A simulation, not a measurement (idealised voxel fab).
process module | voxel self aligned contacts
cross-section cut | 150 nm wide | cells 5 nm
A cross-section is a grid of square cells, given in bands from the top down. A band is one or more rows of cells.
Each band's line starts with the height of the band's top and of its bottom, in nm. Then come its materials from left to right, each with its width in nm. One material with "throughout" fills the band from edge to edge. "air" is empty space.
Height 0 is the level under which the wafer as received is all one material. The lowest band goes on downwards, as in "0 down".
A width such as "30 to 40" changes by the same amount from each row of cells to the next, from the band's top row to its bottom row.
"no change" after a step means that no cell of the cross-section changed.
closed voids: empty space of 8 cells or more with no open way to the top, each as width x height at its distance from the left edge, in nm
after a step's settings: what the simulator itself notes on the step
overlay nm, on a step with a mask: how far to the right of its planned place the mask lay; to the left if negative
plan
1 op RECEIVE | material Si
2 op OXIDIZE | depth nm 5
3 op DIRECTIONAL_DEP | material polySi | thk nm 20
4 op DIRECTIONAL_DEP | material SiN | thk nm 20
5 op MASKED_ETCH | tone cover | mask id GATE | width nm 35 | pitch nm 80 | etch materials SiN | depth nm 10 | overlay nm 0
6 op MASKED_ETCH | tone cover | mask id GATE | width nm 35 | pitch nm 80 | etch materials polySi | depth nm 20 | overlay nm 0
7 op CONFORMAL_DEP | material SiN | thk nm 10
8 op DIRECTIONAL_ETCH | etch materials SiN | depth nm 10
9 op FILL_DEP | material SiO2 | thk nm 10
10 op CMP | height nm 45
11 op DIRECTIONAL_DEP | material aC | thk nm 10
12 op PATTERN | tone open | mask id CONTACT | material resist | width nm 65 | thk nm 30 | overlay nm 0
13 op DIRECTIONAL_ETCH | etch materials aC | depth nm 10
14 op STRIP | etch materials resist
15 op DIRECTIONAL_ETCH | etch materials SiO2 | depth nm 50
16 op STRIP | etch materials aC
17 op CONFORMAL_DEP | material TiN | thk nm 5
18 op FILL_DEP | material W | thk nm 10
19 op CMP | height nm 45
20 op CONFORMAL_DEP | material SiN | thk nm 5
varied across the wafers: depth nm of step 5. The plan shows the first wafer's value. All wafers start alike
first wafer as received, after step 1
  0 down: Si throughout
  closed voids: none
first wafer at the end, after step 20
  50 to 45: SiN throughout
  45 to 40: SiO2 40 | TiN 25 | W 15 | TiN 25 | SiO2 45
  40 to 35: SiO2 5 | SiN 55 | TiN 5 | W 15 | TiN 5 | SiN 55 | SiO2 10
  35 to 30: SiO2 5 | SiN 55 | TiN 25 | SiN 55 | SiO2 10
  30 to 20: SiN throughout
  20 to 0: polySi throughout
  0 to -5: SiO2 throughout
  -5 down: Si throughout
  closed voids: none
last wafer at the end
  50 to 45: SiN throughout
  45 to 40: SiO2 40 | TiN 25 | W 15 | TiN 25 | SiO2 45
  40 to 20: SiO2 5 | SiN 55 | TiN 5 | W 15 | TiN 5 | SiN 55 | SiO2 10
  20 to 0: SiO2 5 | SiN 10 | polySi 35 | SiN 10 | TiN 5 | W 15 | TiN 5 | SiN 10 | polySi 35 | SiN 10 | SiO2 10
  0 to -5: SiO2 60 | TiN 25 | SiO2 65
  -5 down: Si throughout
  closed voids: none
each wafer at the end: cells of each material gained (+) or lost (-) since it was received, then its closed voids
depth nm 10 | -30 Si | +134 SiN | +53 SiO2 | +17 TiN | +6 W | +120 polySi | closed voids: none
depth nm 15 | -30 Si | +126 SiN | +56 SiO2 | +19 TiN | +9 W | +120 polySi | closed voids: none
depth nm 20 | -30 Si | +150 SiN | +66 SiO2 | +31 TiN | +27 W | +56 polySi | closed voids: none
depth nm 25 | -30 Si | +150 SiN | +66 SiO2 | +31 TiN | +27 W | +56 polySi | closed voids: none
depth nm 30 | -30 Si | +150 SiN | +66 SiO2 | +31 TiN | +27 W | +56 polySi | closed voids: none
depth nm 35 | -30 Si | +150 SiN | +66 SiO2 | +31 TiN | +27 W | +56 polySi | closed voids: none
